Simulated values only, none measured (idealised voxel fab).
process module | voxel capacitor over wiring
cross-section cut | 205 nm wide | cells 5 nm
A cross-section is a grid of square cells, given in bands from the top down. A band is one or more rows of cells.
Each band's line starts with the height of the band's top and of its bottom, in nm. Then come its materials from left to right, each with its width in nm. One material with "throughout" fills the band from edge to edge. "air" is empty space.
Height 0 is the level under which the wafer as received is all one material. The lowest band goes on downwards, as in "0 down".
A width such as "30 to 40" changes by the same amount from each row of cells to the next, from the band's top row to its bottom row.
"no change" after a step means that no cell of the cross-section changed.
closed voids: empty space of 8 cells or more with no open way to the top, each as width x height at its distance from the left edge, in nm
after a step's settings: what the simulator itself notes on the step
overlay nm, on a step with a mask: how far to the right of its planned place the mask lay; to the left if negative
plan
1 op RECEIVE | material Si
2 op CONFORMAL_DEP | material SiO2 | thk nm 10
3 op CONFORMAL_DEP | material SiCN | thk nm 5
4 op DIRECTIONAL_DEP | material SiO2 | thk nm 25
5 op PATTERN | tone open | mask id METAL_1 | material resist | width nm 20 | pitch nm 85 | thk nm 15 | overlay nm 0
6 op DIRECTIONAL_ETCH | etch materials SiO2 | depth nm 25
7 op DIRECTIONAL_ETCH | etch materials SiCN | depth nm 5
8 op STRIP | etch materials resist
9 op CONFORMAL_DEP | material TiN | thk nm 5
10 op FILL_DEP | material Cu | thk nm 10
11 op CMP | height nm 40
12 op CONFORMAL_DEP | material SiCN | thk nm 5
13 op DIRECTIONAL_DEP | material SiO2 | thk nm 20
14 op DIRECTIONAL_DEP | material aC | thk nm 15
15 op PATTERN | tone open | mask id PLUG_1 | material resist | width nm 15 | thk nm 30 | overlay nm 0
16 op DIRECTIONAL_ETCH | etch materials aC | depth nm 15
17 op STRIP | etch materials resist
18 op DIRECTIONAL_ETCH | etch materials SiO2 | depth nm 20
19 op DIRECTIONAL_ETCH | etch materials SiCN | depth nm 5
20 op STRIP | etch materials aC
21 op EPI | material Ru | thk nm 10
22 op EPI | material Ru | thk nm 10
23 op EPI | material Ru | thk nm 5
24 op DIRECTIONAL_DEP | material TiN | thk nm 5
25 op DIRECTIONAL_DEP | material Al2O3 | thk nm 5
26 op DIRECTIONAL_DEP | material TiN | thk nm 5
27 op MASKED_ETCH | tone cover | mask id UPPER_PLATE | width nm 70 | etch materials TiN | depth nm 5 | overlay nm 0
28 op MASKED_ETCH | tone cover | mask id UPPER_PLATE | width nm 70 | etch materials Al2O3 | depth nm 5 | overlay nm 0
29 op MASKED_ETCH | tone cover | mask id LOWER_PLATE | width nm 80 | etch materials TiN | depth nm 5 | overlay nm 0
30 op FILL_DEP | material SiO2 | thk nm 15
31 op CMP | height nm 90
32 op DIRECTIONAL_DEP | material aC | thk nm 15
33 op PATTERN | tone open | mask id PLUG_2 | material resist | width nm 15 | thk nm 35 | overlay nm 0
34 op DIRECTIONAL_ETCH | etch materials aC | depth nm 15
35 op STRIP | etch materials resist
36 op DIRECTIONAL_ETCH | etch materials SiO2 | depth nm 10
37 op STRIP | etch materials aC
38 op CONFORMAL_DEP | material TiN | thk nm 5
39 op FILL_DEP | material Cu | thk nm 5
40 op CMP | height nm 90
41 op CONFORMAL_DEP | material SiCN | thk nm 5
first wafer, as planned
as received, after step 1
  0 down: Si throughout
  closed voids: none
after step 2
  10 to 0: SiO2 throughout
  below 0: unchanged
after step 3
  15 to 10: SiCN throughout
  below 10: unchanged
after step 4
  40 to 15: SiO2 throughout
  below 15: unchanged
after step 5
  55 to 40: resist 50 | air 20 | resist 65 | air 20 | resist 50
  below 40: unchanged
after step 6
  55 to 40: resist 50 | air 20 | resist 65 | air 20 | resist 50
  40 to 15: SiO2 50 | air 20 | SiO2 65 | air 20 | SiO2 50
  below 15: unchanged
after step 7
  55 to 40: resist 50 | air 20 | resist 65 | air 20 | resist 50
  40 to 15: SiO2 50 | air 20 | SiO2 65 | air 20 | SiO2 50
  15 to 10: SiCN 50 | air 20 | SiCN 65 | air 20 | SiCN 50
  below 10: unchanged
after step 8
  40 to 15: SiO2 50 | air 20 | SiO2 65 | air 20 | SiO2 50
  below 15: unchanged
after step 9
  45 to 40: TiN 55 | air 10 | TiN 75 | air 10 | TiN 55
  40 to 15: SiO2 50 | TiN 5 | air 10 | TiN 5 | SiO2 65 | TiN 5 | air 10 | TiN 5 | SiO2 50
  15 to 10: SiCN 50 | TiN 20 | SiCN 65 | TiN 20 | SiCN 50
  below 10: unchanged
after step 10
  55 to 45: Cu throughout
  45 to 40: TiN 55 | Cu 10 | TiN 75 | Cu 10 | TiN 55
  40 to 15: SiO2 50 | TiN 5 | Cu 10 | TiN 5 | SiO2 65 | TiN 5 | Cu 10 | TiN 5 | SiO2 50
  below 15: unchanged
after step 11
  40 to 15: SiO2 50 | TiN 5 | Cu 10 | TiN 5 | SiO2 65 | TiN 5 | Cu 10 | TiN 5 | SiO2 50
  below 15: unchanged
after step 12
  45 to 40: SiCN throughout
  below 40: unchanged
after step 13
  65 to 45: SiO2 throughout
  below 45: unchanged
after step 14
  80 to 65: aC throughout
  below 65: unchanged
after step 15
  110 to 80: resist 55 | air 15 | resist 135
  below 80: unchanged
after step 16
  95 to 80: resist 55 | air 15 | resist 135
  80 to 65: aC 55 | air 15 | aC 135
  below 65: unchanged
after step 17
  80 to 65: aC 55 | air 15 | aC 135
  below 65: unchanged
after step 18
  80 to 65: aC 55 | air 15 | aC 135
  65 to 45: SiO2 55 | air 15 | SiO2 135
  below 45: unchanged
after step 19
  80 to 65: aC 55 | air 15 | aC 135
  65 to 45: SiO2 55 | air 15 | SiO2 135
  45 to 40: SiCN 55 | air 15 | SiCN 135
  below 40: unchanged
after step 20
  65 to 45: SiO2 55 | air 15 | SiO2 135
  below 45: unchanged
after step 21
  65 to 50: SiO2 55 | air 15 | SiO2 135
  50 to 45: SiO2 55 | Ru 15 | SiO2 135
  45 to 40: SiCN 55 | Ru 15 | SiCN 135
  below 40: unchanged
after step 22
  65 to 60: SiO2 55 | air 15 | SiO2 135
  60 to 45: SiO2 55 | Ru 15 | SiO2 135
  below 45: unchanged
after step 23
  65 to 45: SiO2 55 | Ru 15 | SiO2 135
  below 45: unchanged
after step 24
  70 to 65: TiN throughout
  below 65: unchanged
after step 25
  75 to 70: Al2O3 throughout
  below 70: unchanged
after step 26
  80 to 75: TiN throughout
  below 75: unchanged
after step 27
  80 to 75: air 55 | TiN 70 | air 80
  below 75: unchanged
after step 28
  80 to 75: air 55 | TiN 70 | air 80
  75 to 70: air 55 | Al2O3 70 | air 80
  below 70: unchanged
after step 29
  80 to 75: air 55 | TiN 70 | air 80
  75 to 70: air 55 | Al2O3 70 | air 80
  70 to 65: air 50 | TiN 80 | air 75
  below 65: unchanged
after step 30
  95 to 80: SiO2 throughout
  80 to 75: SiO2 55 | TiN 70 | SiO2 80
  75 to 70: SiO2 55 | Al2O3 70 | SiO2 80
  70 to 65: SiO2 50 | TiN 80 | SiO2 75
  below 65: unchanged
after step 31
  90 to 80: SiO2 throughout
  below 80: unchanged
after step 32
  105 to 90: aC throughout
  below 90: unchanged
after step 33
  140 to 105: resist 65 | air 15 | resist 125
  below 105: unchanged
after step 34
  125 to 105: resist 65 | air 15 | resist 125
  105 to 90: aC 65 | air 15 | aC 125
  below 90: unchanged
after step 35
  105 to 90: aC 65 | air 15 | aC 125
  below 90: unchanged
after step 36
  105 to 90: aC 65 | air 15 | aC 125
  90 to 80: SiO2 65 | air 15 | SiO2 125
  below 80: unchanged
after step 37
  90 to 80: SiO2 65 | air 15 | SiO2 125
  below 80: unchanged
after step 38
  95 to 90: TiN 70 | air 5 | TiN 130
  90 to 85: SiO2 65 | TiN 5 | air 5 | TiN 5 | SiO2 125
  85 to 75: SiO2 65 to 55 | TiN 15 to 70 | SiO2 125 to 80
  below 75: unchanged
after step 39
  100 to 95: Cu throughout
  95 to 90: TiN 70 | Cu 5 | TiN 130
  90 to 85: SiO2 65 | TiN 5 | Cu 5 | TiN 5 | SiO2 125
  below 85: unchanged
after step 40
  90 to 85: SiO2 65 | TiN 5 | Cu 5 | TiN 5 | SiO2 125
  below 85: unchanged
after step 41
  95 to 90: SiCN throughout
  below 90: unchanged
second wafer: like start, like plan, one mistake. Through step 14 it matches the first wafer
when step 15 should have ended
  110 to 80: resist 60 | air 15 | resist 130
  below 80: unchanged
when step 16 should have ended
  95 to 80: resist 60 | air 15 | resist 130
  80 to 65: aC 60 | air 15 | aC 130
  below 65: unchanged
when step 17 should have ended
  80 to 65: aC 60 | air 15 | aC 130
  below 65: unchanged
when step 18 should have ended
  80 to 65: aC 60 | air 15 | aC 130
  65 to 45: SiO2 60 | air 15 | SiO2 130
  below 45: unchanged
when step 19 should have ended
  80 to 65: aC 60 | air 15 | aC 130
  65 to 45: SiO2 60 | air 15 | SiO2 130
  45 to 40: SiCN 60 | air 15 | SiCN 130
  below 40: unchanged
when step 20 should have ended
  65 to 45: SiO2 60 | air 15 | SiO2 130
  below 45: unchanged
when step 21 should have ended
  65 to 50: SiO2 60 | air 15 | SiO2 130
  50 to 45: SiO2 60 | Ru 15 | SiO2 130
  45 to 40: SiCN 60 | Ru 15 | SiCN 130
  below 40: unchanged
when step 22 should have ended
  65 to 60: SiO2 60 | air 15 | SiO2 130
  60 to 45: SiO2 60 | Ru 15 | SiO2 130
  below 45: unchanged
when step 23 should have ended
  65 to 45: SiO2 60 | Ru 15 | SiO2 130
  below 45: unchanged
when step 24 should have ended
  70 to 65: TiN throughout
  below 65: unchanged
when step 25 should have ended
  75 to 70: Al2O3 throughout
  below 70: unchanged
when step 26 should have ended
  80 to 75: TiN throughout
  below 75: unchanged
when step 27 should have ended
  80 to 75: air 55 | TiN 70 | air 80
  below 75: unchanged
when step 28 should have ended
  80 to 75: air 55 | TiN 70 | air 80
  75 to 70: air 55 | Al2O3 70 | air 80
  below 70: unchanged
when step 29 should have ended
  80 to 75: air 55 | TiN 70 | air 80
  75 to 70: air 55 | Al2O3 70 | air 80
  70 to 65: air 50 | TiN 80 | air 75
  below 65: unchanged
when step 30 should have ended
  95 to 80: SiO2 throughout
  80 to 75: SiO2 55 | TiN 70 | SiO2 80
  75 to 70: SiO2 55 | Al2O3 70 | SiO2 80
  70 to 65: SiO2 50 | TiN 80 | SiO2 75
  below 65: unchanged
when step 31 should have ended
  90 to 80: SiO2 throughout
  below 80: unchanged
when step 32 should have ended
  105 to 90: aC throughout
  below 90: unchanged
when step 33 should have ended
  140 to 105: resist 65 | air 15 | resist 125
  below 105: unchanged
when step 34 should have ended
  125 to 105: resist 65 | air 15 | resist 125
  105 to 90: aC 65 | air 15 | aC 125
  below 90: unchanged
when step 35 should have ended
  105 to 90: aC 65 | air 15 | aC 125
  below 90: unchanged
when step 36 should have ended
  105 to 90: aC 65 | air 15 | aC 125
  90 to 80: SiO2 65 | air 15 | SiO2 125
  below 80: unchanged
when step 37 should have ended
  90 to 80: SiO2 65 | air 15 | SiO2 125
  below 80: unchanged
when step 38 should have ended
  95 to 90: TiN 70 | air 5 | TiN 130
  90 to 85: SiO2 65 | TiN 5 | air 5 | TiN 5 | SiO2 125
  85 to 75: SiO2 65 to 55 | TiN 15 to 70 | SiO2 125 to 80
  below 75: unchanged
when step 39 should have ended
  100 to 95: Cu throughout
  95 to 90: TiN 70 | Cu 5 | TiN 130
  90 to 85: SiO2 65 | TiN 5 | Cu 5 | TiN 5 | SiO2 125
  below 85: unchanged
when step 40 should have ended
  90 to 85: SiO2 65 | TiN 5 | Cu 5 | TiN 5 | SiO2 125
  below 85: unchanged
when step 41 should have ended
  95 to 90: SiCN throughout
  below 90: unchanged
what went wrong: step 15 ran as: op PATTERN | tone open | mask id PLUG_1 | material resist | width nm 15 | thk nm 30 | overlay nm 5
at the end the second wafer has, in cells: as many of each material as the first, in other places
